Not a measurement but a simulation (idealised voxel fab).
The process module presented herein is designated voxel gate over fins.
We display cut, a cross-section 265 nm in width whose square cells are each 5 nm.
Bands, listed from the top down, are how a cross-section gets written in this document; the cross-section itself is a grid of square cells, and a band is one or more rows of them. Look at the band entry: it leads with the top's height and the bottom's height in nm. Then it lists the materials left to right, with a width in nm for each. The word "everywhere" on a single material says that material fills the band edge to edge. The word "blank" is empty space. Basically, 0 is our baseline, since under it the wafer straight out of the box is all one material. The bottom band has no lower end and keeps on going down, so it looks like "0 -> down". A two-number width, for instance "30->40", indicates that the width is equal to the first number in the top row of the band and to the second number in the bottom row, and that it changes by a constant amount per row of cells. What does "nothing altered" mean for a step? It means no cell of the cross-section changed in that step. "Sealed voids" specifies each empty space that is not open to the top and that occupies no fewer than 8 cells, using the form width x height at distance, the distance measured from the left edge and all three quantities in nm. The remark found on a step's line after its settings is issued by the simulator itself and pertains to that step. Among the settings permitted on a step's line is "overlay nm"; applied to a step with a mask, it specifies the extent to which the mask lay to the right of its planned position, whereas a negative figure signifies a position to the left.

**Intended process steps**
1. RECEIVE | material Si
2. CONFORMAL_DEP | material SiN | thk nm 10
3. DIRECTIONAL_DEP | material aC | thk nm 10
4. PATTERN | tone cover | mask id FINS | material resist | width nm 15 | pitch nm 50 | thk nm 25 | overlay nm 0
5. DIRECTIONAL_ETCH | etch materials aC | depth nm 10
6. STRIP | etch materials resist
7. DIRECTIONAL_ETCH | etch materials SiN | depth nm 10
8. DIRECTIONAL_ETCH | etch materials Si | depth nm 30
9. STRIP | etch materials aC
10. FILL_DEP | material SiO2 | thk nm 15
11. CMP | height nm 10
12. PATTERN | tone open | mask id RAIL | material resist | width nm 15 | thk nm 20 | overlay nm 0
13. DIRECTIONAL_ETCH | etch materials SiO2 | depth nm 35
14. STRIP | etch materials resist
15. CONFORMAL_DEP | material TiN | thk nm 5
16. FILL_DEP | material Ru | thk nm 5
17. CMP | height nm 10
18. SELECTIVE_ETCH | etch materials W Ru TiN | depth nm 25
19. FILL_DEP | material SiO2 | thk nm 5
20. CMP | height nm 10
21. SELECTIVE_ETCH | etch materials SiO2 | depth nm 20
22. STRIP | etch materials SiN
23. CONFORMAL_DEP | material HfO2 | thk nm 5
24. CONFORMAL_DEP | material TiN | thk nm 5
25. CONFORMAL_DEP | material TiAl | thk nm 5
26. CONFORMAL_DEP | material TiN | thk nm 5
27. FILL_DEP | material W | thk nm 10
28. CMP | height nm 25
29. CONFORMAL_DEP | material SiN | thk nm 5

**Wafer, first of two, run as planned**

**Cross-section of the wafer at receipt, which is the condition after step 1**
    0 -> down = Si everywhere
    Sealed voids: none

**Cross-section of the wafer after step 2**
    10 -> 0 = SiN everywhere
    Under the height 0 nothing was changed.

**Cross-section of the wafer after step 3**
    20 -> 10 = aC everywhere
    Under the height 10 nothing was changed.

**Cross-section of the wafer after step 4**
    45 -> 20 = 75 nm blank / 15 nm resist / 35 nm blank / 15 nm resist / 35 nm blank / 15 nm resist / 75 nm blank
    Under the height 20 nothing was changed.

**Cross-section of the wafer after step 5**
    35 -> 20 = 75 nm blank / 15 nm resist / 35 nm blank / 15 nm resist / 35 nm blank / 15 nm resist / 75 nm blank
    20 -> 10 = 75 nm blank / 15 nm aC / 35 nm blank / 15 nm aC / 35 nm blank / 15 nm aC / 75 nm blank
    Under the height 10 nothing was changed.

**Cross-section of the wafer after step 6**
    20 -> 10 = 75 nm blank / 15 nm aC / 35 nm blank / 15 nm aC / 35 nm blank / 15 nm aC / 75 nm blank
    Under the height 10 nothing was changed.

**Cross-section of the wafer after step 7**
    20 -> 10 = 75 nm blank / 15 nm aC / 35 nm blank / 15 nm aC / 35 nm blank / 15 nm aC / 75 nm blank
    10 -> 0 = 75 nm blank / 15 nm SiN / 35 nm blank / 15 nm SiN / 35 nm blank / 15 nm SiN / 75 nm blank
    Under the height 0 nothing was changed.

**Cross-section of the wafer after step 8**
    20 -> 10 = 75 nm blank / 15 nm aC / 35 nm blank / 15 nm aC / 35 nm blank / 15 nm aC / 75 nm blank
    10 -> 0 = 75 nm blank / 15 nm SiN / 35 nm blank / 15 nm SiN / 35 nm blank / 15 nm SiN / 75 nm blank
    0 -> -30 = 75 nm blank / 15 nm Si / 35 nm blank / 15 nm Si / 35 nm blank / 15 nm Si / 75 nm blank
    Under the height -30 nothing was changed.

**Cross-section of the wafer after step 9**
    10 -> 0 = 75 nm blank / 15 nm SiN / 35 nm blank / 15 nm SiN / 35 nm blank / 15 nm SiN / 75 nm blank
    Under the height 0 nothing was changed.

**Cross-section of the wafer after step 10**
    25 -> 10 = SiO2 everywhere
    10 -> 0 = 75 nm SiO2 / 15 nm SiN / 35 nm SiO2 / 15 nm SiN / 35 nm SiO2 / 15 nm SiN / 75 nm SiO2
    0 -> -30 = 75 nm SiO2 / 15 nm Si / 35 nm SiO2 / 15 nm Si / 35 nm SiO2 / 15 nm Si / 75 nm SiO2
    Under the height -30 nothing was changed.

**Cross-section of the wafer after step 11**
    10 -> 0 = 75 nm SiO2 / 15 nm SiN / 35 nm SiO2 / 15 nm SiN / 35 nm SiO2 / 15 nm SiN / 75 nm SiO2
    Under the height 0 nothing was changed.

**Cross-section of the wafer after step 12**
    30 -> 10 = 100 nm resist / 15 nm blank / 150 nm resist
    Under the height 10 nothing was changed.

**Cross-section of the wafer after step 13**
    30 -> 10 = 100 nm resist / 15 nm blank / 150 nm resist
    10 -> 0 = 75 nm SiO2 / 15 nm SiN / 10 nm SiO2 / 15 nm blank / 10 nm SiO2 / 15 nm SiN / 35 nm SiO2 / 15 nm SiN / 75 nm SiO2
    0 -> -25 = 75 nm SiO2 / 15 nm Si / 10 nm SiO2 / 15 nm blank / 10 nm SiO2 / 15 nm Si / 35 nm SiO2 / 15 nm Si / 75 nm SiO2
    Under the height -25 nothing was changed.

**Cross-section of the wafer after step 14**
    10 -> 0 = 75 nm SiO2 / 15 nm SiN / 10 nm SiO2 / 15 nm blank / 10 nm SiO2 / 15 nm SiN / 35 nm SiO2 / 15 nm SiN / 75 nm SiO2
    Under the height 0 nothing was changed.

**Cross-section of the wafer after step 15**
    15 -> 10 = 105 nm TiN / 5 nm blank / 155 nm TiN
    10 -> 0 = 75 nm SiO2 / 15 nm SiN / 10 nm SiO2 / 5 nm TiN / 5 nm blank / 5 nm TiN / 10 nm SiO2 / 15 nm SiN / 35 nm SiO2 / 15 nm SiN / 75 nm SiO2
    0 -> -20 = 75 nm SiO2 / 15 nm Si / 10 nm SiO2 / 5 nm TiN / 5 nm blank / 5 nm TiN / 10 nm SiO2 / 15 nm Si / 35 nm SiO2 / 15 nm Si / 75 nm SiO2
    -20 -> -25 = 75 nm SiO2 / 15 nm Si / 10 nm SiO2 / 15 nm TiN / 10 nm SiO2 / 15 nm Si / 35 nm SiO2 / 15 nm Si / 75 nm SiO2
    Under the height -25 nothing was changed.

**Cross-section of the wafer after step 16**
    20 -> 15 = Ru everywhere
    15 -> 10 = 105 nm TiN / 5 nm Ru / 155 nm TiN
    10 -> 0 = 75 nm SiO2 / 15 nm SiN / 10 nm SiO2 / 5 nm TiN / 5 nm Ru / 5 nm TiN / 10 nm SiO2 / 15 nm SiN / 35 nm SiO2 / 15 nm SiN / 75 nm SiO2
    0 -> -20 = 75 nm SiO2 / 15 nm Si / 10 nm SiO2 / 5 nm TiN / 5 nm Ru / 5 nm TiN / 10 nm SiO2 / 15 nm Si / 35 nm SiO2 / 15 nm Si / 75 nm SiO2
    Under the height -20 nothing was changed.

**Cross-section of the wafer after step 17**
    10 -> 0 = 75 nm SiO2 / 15 nm SiN / 10 nm SiO2 / 5 nm TiN / 5 nm Ru / 5 nm TiN / 10 nm SiO2 / 15 nm SiN / 35 nm SiO2 / 15 nm SiN / 75 nm SiO2
    Under the height 0 nothing was changed.

**Cross-section of the wafer after step 18**
    10 -> 0 = 75 nm SiO2 / 15 nm SiN / 10 nm SiO2 / 15 nm blank / 10 nm SiO2 / 15 nm SiN / 35 nm SiO2 / 15 nm SiN / 75 nm SiO2
    0 -> -15 = 75 nm SiO2 / 15 nm Si / 10 nm SiO2 / 15 nm blank / 10 nm SiO2 / 15 nm Si / 35 nm SiO2 / 15 nm Si / 75 nm SiO2
    Under the height -15 nothing was changed.

**Cross-section of the wafer after step 19**
    15 -> 10 = SiO2 everywhere
    10 -> 0 = 75 nm SiO2 / 15 nm SiN / 35 nm SiO2 / 15 nm SiN / 35 nm SiO2 / 15 nm SiN / 75 nm SiO2
    0 -> -15 = 75 nm SiO2 / 15 nm Si / 35 nm SiO2 / 15 nm Si / 35 nm SiO2 / 15 nm Si / 75 nm SiO2
    Under the height -15 nothing was changed.

**Cross-section of the wafer after step 20**
    10 -> 0 = 75 nm SiO2 / 15 nm SiN / 35 nm SiO2 / 15 nm SiN / 35 nm SiO2 / 15 nm SiN / 75 nm SiO2
    Under the height 0 nothing was changed.

**Cross-section of the wafer after step 21**
    10 -> 0 = 75 nm blank / 15 nm SiN / 35 nm blank / 15 nm SiN / 35 nm blank / 15 nm SiN / 75 nm blank
    0 -> -10 = 75 nm blank / 15 nm Si / 35 nm blank / 15 nm Si / 35 nm blank / 15 nm Si / 75 nm blank
    Under the height -10 nothing was changed.

**Cross-section of the wafer after step 22**
    0 -> -10 = 75 nm blank / 15 nm Si / 35 nm blank / 15 nm Si / 35 nm blank / 15 nm Si / 75 nm blank
    Under the height -10 nothing was changed.

**Cross-section of the wafer after step 23**
    5 -> 0 = 70 nm blank / 25 nm HfO2 / 25 nm blank / 25 nm HfO2 / 25 nm blank / 25 nm HfO2 / 70 nm blank
    0 -> -5 = 70 nm blank / 5 nm HfO2 / 15 nm Si / 5 nm HfO2 / 25 nm blank / 5 nm HfO2 / 15 nm Si / 5 nm HfO2 / 25 nm blank / 5 nm HfO2 / 15 nm Si / 5 nm HfO2 / 70 nm blank
    -5 -> -10 = 75 nm HfO2 / 15 nm Si / 35 nm HfO2 / 15 nm Si / 35 nm HfO2 / 15 nm Si / 75 nm HfO2
    Under the height -10 nothing was changed.

**Cross-section of the wafer after step 24**
    10 -> 5 = 65 nm blank / 35 nm TiN / 15 nm blank / 35 nm TiN / 15 nm blank / 35 nm TiN / 65 nm blank
    5 -> 0 = 65 nm blank / 5 nm TiN / 25 nm HfO2 / 5 nm TiN / 15 nm blank / 5 nm TiN / 25 nm HfO2 / 5 nm TiN / 15 nm blank / 5 nm TiN / 25 nm HfO2 / 5 nm TiN / 65 nm blank
    0 -> -5 = 70 nm TiN / 5 nm HfO2 / 15 nm Si / 5 nm HfO2 / 25 nm TiN / 5 nm HfO2 / 15 nm Si / 5 nm HfO2 / 25 nm TiN / 5 nm HfO2 / 15 nm Si / 5 nm HfO2 / 70 nm TiN
    Under the height -5 nothing was changed.

**Cross-section of the wafer after step 25**
    15 -> 10 = 60 nm blank / 45 nm TiAl / 5 nm blank / 45 nm TiAl / 5 nm blank / 45 nm TiAl / 60 nm blank
    10 -> 5 = 60 nm blank / 5 nm TiAl / 35 nm TiN / 5 nm TiAl / 5 nm blank / 5 nm TiAl / 35 nm TiN / 5 nm TiAl / 5 nm blank / 5 nm TiAl / 35 nm TiN / 5 nm TiAl / 60 nm blank
    5 -> 0 = 65 nm TiAl / 5 nm TiN / 25 nm HfO2 / 5 nm TiN / 15 nm TiAl / 5 nm TiN / 25 nm HfO2 / 5 nm TiN / 15 nm TiAl / 5 nm TiN / 25 nm HfO2 / 5 nm TiN / 65 nm TiAl
    Under the height 0 nothing was changed.

**Cross-section of the wafer after step 26**
    20 -> 15 = 55 nm blank / 155 nm TiN / 55 nm blank
    15 -> 10 = 55 nm blank / 5 nm TiN / 45 nm TiAl / 5 nm TiN / 45 nm TiAl / 5 nm TiN / 45 nm TiAl / 5 nm TiN / 55 nm blank
    10 -> 5 = 60 nm TiN / 5 nm TiAl / 35 nm TiN / 5 nm TiAl / 5 nm TiN / 5 nm TiAl / 35 nm TiN / 5 nm TiAl / 5 nm TiN / 5 nm TiAl / 35 nm TiN / 5 nm TiAl / 60 nm TiN
    Under the height 5 nothing was changed.

**Cross-section of the wafer after step 27**
    30 -> 20 = W everywhere
    20 -> 15 = 55 nm W / 155 nm TiN / 55 nm W
    15 -> 10 = 55 nm W / 5 nm TiN / 45 nm TiAl / 5 nm TiN / 45 nm TiAl / 5 nm TiN / 45 nm TiAl / 5 nm TiN / 55 nm W
    Under the height 10 nothing was changed.

**Cross-section of the wafer after step 28**
    25 -> 20 = W everywhere
    Under the height 20 nothing was changed.

**Cross-section of the wafer after step 29**
    30 -> 25 = SiN everywhere
    Under the height 25 nothing was changed.

**The Second Wafer: Common Origin and Plan, One Mistake in Execution, Identical to the First Through Step 7**

**Look at the second wafer in cross-section at the time step 8 ought to have finished**
    20 -> 10 = 75 nm blank / 15 nm aC / 35 nm blank / 15 nm aC / 35 nm blank / 15 nm aC / 75 nm blank
    10 -> 0 = 75 nm blank / 15 nm SiN / 35 nm blank / 15 nm SiN / 35 nm blank / 15 nm SiN / 75 nm blank
    0 -> -60 = 75 nm blank / 15 nm Si / 35 nm blank / 15 nm Si / 35 nm blank / 15 nm Si / 75 nm blank
    Under the height -60 nothing was changed.

**Look at the second wafer in cross-section at the time step 9 ought to have finished**
    10 -> 0 = 75 nm blank / 15 nm SiN / 35 nm blank / 15 nm SiN / 35 nm blank / 15 nm SiN / 75 nm blank
    Under the height 0 nothing was changed.

**Look at the second wafer in cross-section at the time step 10 ought to have finished**
    25 -> 10 = SiO2 everywhere
    10 -> 0 = 75 nm SiO2 / 15 nm SiN / 35 nm SiO2 / 15 nm SiN / 35 nm SiO2 / 15 nm SiN / 75 nm SiO2
    0 -> -60 = 75 nm SiO2 / 15 nm Si / 35 nm SiO2 / 15 nm Si / 35 nm SiO2 / 15 nm Si / 75 nm SiO2
    Under the height -60 nothing was changed.

**Look at the second wafer in cross-section at the time step 11 ought to have finished**
    10 -> 0 = 75 nm SiO2 / 15 nm SiN / 35 nm SiO2 / 15 nm SiN / 35 nm SiO2 / 15 nm SiN / 75 nm SiO2
    Under the height 0 nothing was changed.

**Look at the second wafer in cross-section at the time step 12 ought to have finished**
    30 -> 10 = 100 nm resist / 15 nm blank / 150 nm resist
    Under the height 10 nothing was changed.

**Look at the second wafer in cross-section at the time step 13 ought to have finished**
    30 -> 10 = 100 nm resist / 15 nm blank / 150 nm resist
    10 -> 0 = 75 nm SiO2 / 15 nm SiN / 10 nm SiO2 / 15 nm blank / 10 nm SiO2 / 15 nm SiN / 35 nm SiO2 / 15 nm SiN / 75 nm SiO2
    0 -> -25 = 75 nm SiO2 / 15 nm Si / 10 nm SiO2 / 15 nm blank / 10 nm SiO2 / 15 nm Si / 35 nm SiO2 / 15 nm Si / 75 nm SiO2
    Under the height -25 nothing was changed.

**Look at the second wafer in cross-section at the time step 14 ought to have finished**
    10 -> 0 = 75 nm SiO2 / 15 nm SiN / 10 nm SiO2 / 15 nm blank / 10 nm SiO2 / 15 nm SiN / 35 nm SiO2 / 15 nm SiN / 75 nm SiO2
    Under the height 0 nothing was changed.

**Look at the second wafer in cross-section at the time step 15 ought to have finished**
    15 -> 10 = 105 nm TiN / 5 nm blank / 155 nm TiN
    10 -> 0 = 75 nm SiO2 / 15 nm SiN / 10 nm SiO2 / 5 nm TiN / 5 nm blank / 5 nm TiN / 10 nm SiO2 / 15 nm SiN / 35 nm SiO2 / 15 nm SiN / 75 nm SiO2
    0 -> -20 = 75 nm SiO2 / 15 nm Si / 10 nm SiO2 / 5 nm TiN / 5 nm blank / 5 nm TiN / 10 nm SiO2 / 15 nm Si / 35 nm SiO2 / 15 nm Si / 75 nm SiO2
    -20 -> -25 = 75 nm SiO2 / 15 nm Si / 10 nm SiO2 / 15 nm TiN / 10 nm SiO2 / 15 nm Si / 35 nm SiO2 / 15 nm Si / 75 nm SiO2
    Under the height -25 nothing was changed.

**Look at the second wafer in cross-section at the time step 16 ought to have finished**
    20 -> 15 = Ru everywhere
    15 -> 10 = 105 nm TiN / 5 nm Ru / 155 nm TiN
    10 -> 0 = 75 nm SiO2 / 15 nm SiN / 10 nm SiO2 / 5 nm TiN / 5 nm Ru / 5 nm TiN / 10 nm SiO2 / 15 nm SiN / 35 nm SiO2 / 15 nm SiN / 75 nm SiO2
    0 -> -20 = 75 nm SiO2 / 15 nm Si / 10 nm SiO2 / 5 nm TiN / 5 nm Ru / 5 nm TiN / 10 nm SiO2 / 15 nm Si / 35 nm SiO2 / 15 nm Si / 75 nm SiO2
    Under the height -20 nothing was changed.

**Look at the second wafer in cross-section at the time step 17 ought to have finished**
    10 -> 0 = 75 nm SiO2 / 15 nm SiN / 10 nm SiO2 / 5 nm TiN / 5 nm Ru / 5 nm TiN / 10 nm SiO2 / 15 nm SiN / 35 nm SiO2 / 15 nm SiN / 75 nm SiO2
    Under the height 0 nothing was changed.

**Look at the second wafer in cross-section at the time step 18 ought to have finished**
    10 -> 0 = 75 nm SiO2 / 15 nm SiN / 10 nm SiO2 / 15 nm blank / 10 nm SiO2 / 15 nm SiN / 35 nm SiO2 / 15 nm SiN / 75 nm SiO2
    0 -> -15 = 75 nm SiO2 / 15 nm Si / 10 nm SiO2 / 15 nm blank / 10 nm SiO2 / 15 nm Si / 35 nm SiO2 / 15 nm Si / 75 nm SiO2
    Under the height -15 nothing was changed.

**Look at the second wafer in cross-section at the time step 19 ought to have finished**
    15 -> 10 = SiO2 everywhere
    10 -> 0 = 75 nm SiO2 / 15 nm SiN / 35 nm SiO2 / 15 nm SiN / 35 nm SiO2 / 15 nm SiN / 75 nm SiO2
    0 -> -15 = 75 nm SiO2 / 15 nm Si / 35 nm SiO2 / 15 nm Si / 35 nm SiO2 / 15 nm Si / 75 nm SiO2
    Under the height -15 nothing was changed.

**Look at the second wafer in cross-section at the time step 20 ought to have finished**
    10 -> 0 = 75 nm SiO2 / 15 nm SiN / 35 nm SiO2 / 15 nm SiN / 35 nm SiO2 / 15 nm SiN / 75 nm SiO2
    Under the height 0 nothing was changed.

**Look at the second wafer in cross-section at the time step 21 ought to have finished**
    10 -> 0 = 75 nm blank / 15 nm SiN / 35 nm blank / 15 nm SiN / 35 nm blank / 15 nm SiN / 75 nm blank
    0 -> -10 = 75 nm blank / 15 nm Si / 35 nm blank / 15 nm Si / 35 nm blank / 15 nm Si / 75 nm blank
    Under the height -10 nothing was changed.

**Look at the second wafer in cross-section at the time step 22 ought to have finished**
    0 -> -10 = 75 nm blank / 15 nm Si / 35 nm blank / 15 nm Si / 35 nm blank / 15 nm Si / 75 nm blank
    Under the height -10 nothing was changed.

**Look at the second wafer in cross-section at the time step 23 ought to have finished**
    5 -> 0 = 70 nm blank / 25 nm HfO2 / 25 nm blank / 25 nm HfO2 / 25 nm blank / 25 nm HfO2 / 70 nm blank
    0 -> -5 = 70 nm blank / 5 nm HfO2 / 15 nm Si / 5 nm HfO2 / 25 nm blank / 5 nm HfO2 / 15 nm Si / 5 nm HfO2 / 25 nm blank / 5 nm HfO2 / 15 nm Si / 5 nm HfO2 / 70 nm blank
    -5 -> -10 = 75 nm HfO2 / 15 nm Si / 35 nm HfO2 / 15 nm Si / 35 nm HfO2 / 15 nm Si / 75 nm HfO2
    Under the height -10 nothing was changed.

**Look at the second wafer in cross-section at the time step 24 ought to have finished**
    10 -> 5 = 65 nm blank / 35 nm TiN / 15 nm blank / 35 nm TiN / 15 nm blank / 35 nm TiN / 65 nm blank
    5 -> 0 = 65 nm blank / 5 nm TiN / 25 nm HfO2 / 5 nm TiN / 15 nm blank / 5 nm TiN / 25 nm HfO2 / 5 nm TiN / 15 nm blank / 5 nm TiN / 25 nm HfO2 / 5 nm TiN / 65 nm blank
    0 -> -5 = 70 nm TiN / 5 nm HfO2 / 15 nm Si / 5 nm HfO2 / 25 nm TiN / 5 nm HfO2 / 15 nm Si / 5 nm HfO2 / 25 nm TiN / 5 nm HfO2 / 15 nm Si / 5 nm HfO2 / 70 nm TiN
    Under the height -5 nothing was changed.

**Look at the second wafer in cross-section at the time step 25 ought to have finished**
    15 -> 10 = 60 nm blank / 45 nm TiAl / 5 nm blank / 45 nm TiAl / 5 nm blank / 45 nm TiAl / 60 nm blank
    10 -> 5 = 60 nm blank / 5 nm TiAl / 35 nm TiN / 5 nm TiAl / 5 nm blank / 5 nm TiAl / 35 nm TiN / 5 nm TiAl / 5 nm blank / 5 nm TiAl / 35 nm TiN / 5 nm TiAl / 60 nm blank
    5 -> 0 = 65 nm TiAl / 5 nm TiN / 25 nm HfO2 / 5 nm TiN / 15 nm TiAl / 5 nm TiN / 25 nm HfO2 / 5 nm TiN / 15 nm TiAl / 5 nm TiN / 25 nm HfO2 / 5 nm TiN / 65 nm TiAl
    Under the height 0 nothing was changed.

**Look at the second wafer in cross-section at the time step 26 ought to have finished**
    20 -> 15 = 55 nm blank / 155 nm TiN / 55 nm blank
    15 -> 10 = 55 nm blank / 5 nm TiN / 45 nm TiAl / 5 nm TiN / 45 nm TiAl / 5 nm TiN / 45 nm TiAl / 5 nm TiN / 55 nm blank
    10 -> 5 = 60 nm TiN / 5 nm TiAl / 35 nm TiN / 5 nm TiAl / 5 nm TiN / 5 nm TiAl / 35 nm TiN / 5 nm TiAl / 5 nm TiN / 5 nm TiAl / 35 nm TiN / 5 nm TiAl / 60 nm TiN
    Under the height 5 nothing was changed.

**Look at the second wafer in cross-section at the time step 27 ought to have finished**
    30 -> 20 = W everywhere
    20 -> 15 = 55 nm W / 155 nm TiN / 55 nm W
    15 -> 10 = 55 nm W / 5 nm TiN / 45 nm TiAl / 5 nm TiN / 45 nm TiAl / 5 nm TiN / 45 nm TiAl / 5 nm TiN / 55 nm W
    Under the height 10 nothing was changed.

**Look at the second wafer in cross-section at the time step 28 ought to have finished**
    25 -> 20 = W everywhere
    Under the height 20 nothing was changed.

**Look at the second wafer in cross-section at the time step 29 ought to have finished**
    30 -> 25 = SiN everywhere
    Under the height 25 nothing was changed.
Deviation noted in wafer processing: in the plan, step 8 was performed twice
FYI, end of process, the second wafer has more or fewer cells of some materials than the first: Si -264, SiO2 +264
